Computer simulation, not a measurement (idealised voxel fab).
Process module under the name voxel trench capacitor
Square cell edge 5 nm, section width 185 nm, ID cut.
How to read a cross-section here: the picture is a grid of square cells, written as bands going from the top down, and any band can span one or more rows of cells. A band entry consists of two parts. The first gives the height of the band's top and the height of its bottom, in nm. The rest lists the band's materials from left to right, each with its width in nm. A single material labelled with the word "everywhere" fills the band from edge to edge, and the word "air" marks empty space. Where do heights start? At 0: under that level the wafer as delivered is made of one material only. And the lowest band has no floor; it just carries on downward, as in "0..down". Width spec "30 to 40" -> top row of cells at first value, bottom row at second value, equal per-row change in between. Any step labelled "nothing got changed" changed none of the cells in the cross-section. Look at "Closed cavities" for the closed voids: empty spaces with no open path to the top, sized 8 cells or up. Each is width x height at distance, distance from the left edge, all nm. It should be noted that, on the line of a given step, the content following the step's settings is a remark produced by the simulator itself with respect to that step. Among the settings permitted on a step's line is "overlay nm"; applied to a step with a mask, it specifies the extent to which the mask lay to the right of its planned position, whereas a negative figure signifies a position to the left.

[The planned process steps are enumerated hereunder]
1: op RECEIVE | material Si
2: op CONFORMAL_DEP | material SiN | thk nm 5
3: op DIRECTIONAL_DEP | material aC | thk nm 15
4: op PATTERN | tone open | mask id TRENCH | material resist | width nm 25 | pitch nm 40 | thk nm 35 | overlay nm 0
5: op DIRECTIONAL_ETCH | etch materials aC | depth nm 15
6: op STRIP | etch materials resist
7: op DIRECTIONAL_ETCH | etch materials SiN | depth nm 5
8: op DIRECTIONAL_ETCH | etch materials Si | depth nm 30
9: op STRIP | etch materials aC
10: op CONFORMAL_DEP | material HfO2 | thk nm 5
11: op CONFORMAL_DEP | material TiN | thk nm 5
12: op FILL_DEP | material W | thk nm 10
13: op CMP | height nm 5

[Step 1 complete: cross-section of the wafer as received]
	0..down: Si everywhere
	Closed cavities: none

[first wafer at the end, as planned]
	5..0: 40 nm SiN / 5 nm HfO2 / 5 nm TiN / 5 nm W / 5 nm TiN / 5 nm HfO2 / 15 nm SiN / 5 nm HfO2 / 5 nm TiN / 5 nm W / 5 nm TiN / 5 nm HfO2 / 15 nm SiN / 5 nm HfO2 / 5 nm TiN / 5 nm W / 5 nm TiN / 5 nm HfO2 / 40 nm SiN
	0..-20: 40 nm Si / 5 nm HfO2 / 5 nm TiN / 5 nm W / 5 nm TiN / 5 nm HfO2 / 15 nm Si / 5 nm HfO2 / 5 nm TiN / 5 nm W / 5 nm TiN / 5 nm HfO2 / 15 nm Si / 5 nm HfO2 / 5 nm TiN / 5 nm W / 5 nm TiN / 5 nm HfO2 / 40 nm Si
	-20..-25: 40 nm Si / 5 nm HfO2 / 15 nm TiN / 5 nm HfO2 / 15 nm Si / 5 nm HfO2 / 15 nm TiN / 5 nm HfO2 / 15 nm Si / 5 nm HfO2 / 15 nm TiN / 5 nm HfO2 / 40 nm Si
	-25..-30: 40 nm Si / 25 nm HfO2 / 15 nm Si / 25 nm HfO2 / 15 nm Si / 25 nm HfO2 / 40 nm Si
	-30..down: Si everywhere
	Closed cavities: none

[This cross-section belongs to the second wafer of two at the end of the module; the start and the plan were shared with the first, and the run included one mistake]
	5..0: 40 nm SiN / 5 nm HfO2 / 5 nm SiN / 5 nm W / 5 nm SiN / 5 nm HfO2 / 15 nm SiN / 5 nm HfO2 / 5 nm SiN / 5 nm W / 5 nm SiN / 5 nm HfO2 / 15 nm SiN / 5 nm HfO2 / 5 nm SiN / 5 nm W / 5 nm SiN / 5 nm HfO2 / 40 nm SiN
	0..-20: 40 nm Si / 5 nm HfO2 / 5 nm SiN / 5 nm W / 5 nm SiN / 5 nm HfO2 / 15 nm Si / 5 nm HfO2 / 5 nm SiN / 5 nm W / 5 nm SiN / 5 nm HfO2 / 15 nm Si / 5 nm HfO2 / 5 nm SiN / 5 nm W / 5 nm SiN / 5 nm HfO2 / 40 nm Si
	-20..-25: 40 nm Si / 5 nm HfO2 / 15 nm SiN / 5 nm HfO2 / 15 nm Si / 5 nm HfO2 / 15 nm SiN / 5 nm HfO2 / 15 nm Si / 5 nm HfO2 / 15 nm SiN / 5 nm HfO2 / 40 nm Si
	-25..-30: 40 nm Si / 25 nm HfO2 / 15 nm Si / 25 nm HfO2 / 15 nm Si / 25 nm HfO2 / 40 nm Si
	-30..down: Si everywhere
	Closed cavities: none
Here's what went sideways: the process deviated at step 11: the operation and settings actually run there were op CONFORMAL_DEP | material SiN | thk nm 5
Count the cells at the end and the second wafer has more or fewer of some materials than the first: SiN: 39 more | TiN: 39 fewer
